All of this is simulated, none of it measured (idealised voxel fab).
This section sets out a process module, namely voxel ribs on slabs.
We display cut, a cross-section 155 nm in width whose square cells are each 5 nm.
Each cross-section below is a grid of square cells, stated as bands in top-down order, with one or more rows of cells making up each band. The band entry comprises the height of the band's top followed by the height of its bottom, expressed in nm, and subsequently the band's materials from left to right, each stated together with its width in nm. Where a single material is marked with the word "full width", that material fills the band from edge to edge. The word "blank" represents empty space. Measure heights from 0. That's the level where, below it, the as-received wafer is all one material. The lowest band is bottomless and extends downward; write it as in "0 and below". A width such as "30 to 40" changes by the same amount from each row of cells to the next, from the band's top row to its bottom row. Key: "no alteration" - step with no changed cell in the cross-section. You'll see "Closed void list" listing empty spaces that have no way open to the top, as long as they're 8 cells or more; the notation is width x height at distance, where the distance is from the left edge, and all of it is in nm. after a step's settings: what the simulator itself notes on the step. "overlay nm" denotes, for a step that has a mask, the displacement of the mask to the right of its planned place, with negative values corresponding to the left.

## Set out below are the planned steps of the process
1 RECEIVE | material Si
2 DIRECTIONAL_DEP | material SiO2 | thk nm 20
3 DIRECTIONAL_DEP | material polySi | thk nm 25
4 PATTERN | tone cover | mask id RIB | material resist | width nm 25 | thk nm 15 | overlay nm 0
5 DIRECTIONAL_ETCH | etch materials polySi | depth nm 5
6 STRIP | etch materials resist
7 MASKED_ETCH | tone cover | mask id SLAB | width nm 85 | etch materials polySi | depth nm 20 | overlay nm 0
8 FILL_DEP | material SiO2 | thk nm 30
9 CMP | height nm 65
10 DIRECTIONAL_DEP | material TiN | thk nm 10
11 DIRECTIONAL_DEP | material aC | thk nm 10
12 PATTERN | tone cover | mask id HEATER | material resist | width nm 35 | thk nm 30 | overlay nm 0
13 DIRECTIONAL_ETCH | etch materials aC | depth nm 10
14 STRIP | etch materials resist
15 DIRECTIONAL_ETCH | etch materials TiN | depth nm 10
16 STRIP | etch materials aC
17 CONFORMAL_DEP | material SiN | thk nm 10

## As-received state of the wafer in cross-section, equivalent to post-step 1
  0 and below = Si full width
  Closed void list: none

## The module was run from the start shown above using the plan shown above, but one mistake was made doing it; the resulting wafer cross-section is below
  85 down to 75 = blank 50 / SiN 55 / blank 50
  75 down to 65 = SiN 60 / TiN 35 / SiN 60
  65 down to 40 = SiO2 full width
  40 down to 25 = polySi 35 / SiO2 85 / polySi 35
  25 down to 20 = polySi 35 / SiO2 30 / polySi 25 / SiO2 30 / polySi 35
  20 down to 0 = SiO2 full width
  0 and below = Si full width
  Closed void list: none
Nonconformance to the process plan: step 7 ran with different settings than intended, the actual operation and settings being MASKED_ETCH | tone open | mask id SLAB | width nm 85 | etch materials polySi | depth nm 20 | overlay nm 0
